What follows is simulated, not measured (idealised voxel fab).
process module | voxel self aligned vias
cross-section cut | 270 nm wide | cells 5 nm
A cross-section is a grid of square cells, given in bands from the top down. A band is one or more rows of cells.
Each band's line starts with the height of the band's top and of its bottom, in nm. Then come its materials from left to right, each with its width in nm. One material with "throughout" fills the band from edge to edge. "air" is empty space.
Height 0 is the level under which the wafer as received is all one material. The lowest band goes on downwards, as in "0 down".
A width such as "30 to 40" changes by the same amount from each row of cells to the next, from the band's top row to its bottom row.
"no change" after a step means that no cell of the cross-section changed.
closed voids: empty space of 8 cells or more with no open way to the top, each as width x height at its distance from the left edge, in nm
after a step's settings: what the simulator itself notes on the step
overlay nm, on a step with a mask: how far to the right of its planned place the mask lay; to the left if negative
plan
1 op RECEIVE | material Si
2 op CONFORMAL_DEP | material SiO2 | thk nm 15
3 op CONFORMAL_DEP | material SiCN | thk nm 5
4 op DIRECTIONAL_DEP | material lowk | thk nm 30
5 op MASKED_ETCH | tone open | mask id LINES | width nm 25 | pitch nm 75 | etch materials lowk | depth nm 30 | overlay nm 0
6 op CONFORMAL_DEP | material TiN | thk nm 5
7 op FILL_DEP | material W | thk nm 10
8 op CMP | height nm 50
9 op SELECTIVE_ETCH | etch materials W Ru TiN | depth nm 5
10 op FILL_DEP | material SiN | thk nm 5
11 op CMP | height nm 50
12 op DIRECTIONAL_DEP | material lowk | thk nm 15
13 op MASKED_ETCH | tone open | mask id VIAS | width nm 45 | pitch nm 75 | etch materials lowk | depth nm 5 | overlay nm 0
14 op MASKED_ETCH | tone open | mask id VIAS | width nm 45 | pitch nm 75 | etch materials SiN | depth nm 5 | overlay nm 0
15 op CONFORMAL_DEP | material TiN | thk nm 5
16 op FILL_DEP | material Cu | thk nm 10
17 op CMP | height nm 65
18 op CONFORMAL_DEP | material SiN | thk nm 5
varied across the wafers: depth nm of step 13. The plan shows the first wafer's value. All wafers start alike
first wafer as received, after step 1
  0 down: Si throughout
  closed voids: none
each wafer at the end: cells of each material gained (+) or lost (-) since it was received, then its closed voids
depth nm 5 | +54 SiCN | +69 SiN | +162 SiO2 | +66 TiN | +36 W | +369 lowk | closed voids: none
depth nm 10 | +21 Cu | +54 SiCN | +69 SiN | +162 SiO2 | +72 TiN | +36 W | +342 lowk | closed voids: none
depth nm 15 | +51 Cu | +54 SiCN | +54 SiN | +162 SiO2 | +84 TiN | +36 W | +315 lowk | closed voids: none
depth nm 20 | +63 Cu | +54 SiCN | +54 SiN | +162 SiO2 | +84 TiN | +36 W | +303 lowk | closed voids: none
depth nm 25 | +63 Cu | +54 SiCN | +54 SiN | +162 SiO2 | +96 TiN | +36 W | +291 lowk | closed voids: none
depth nm 30 | +63 Cu | +54 SiCN | +54 SiN | +162 SiO2 | +108 TiN | +36 W | +279 lowk | closed voids: none
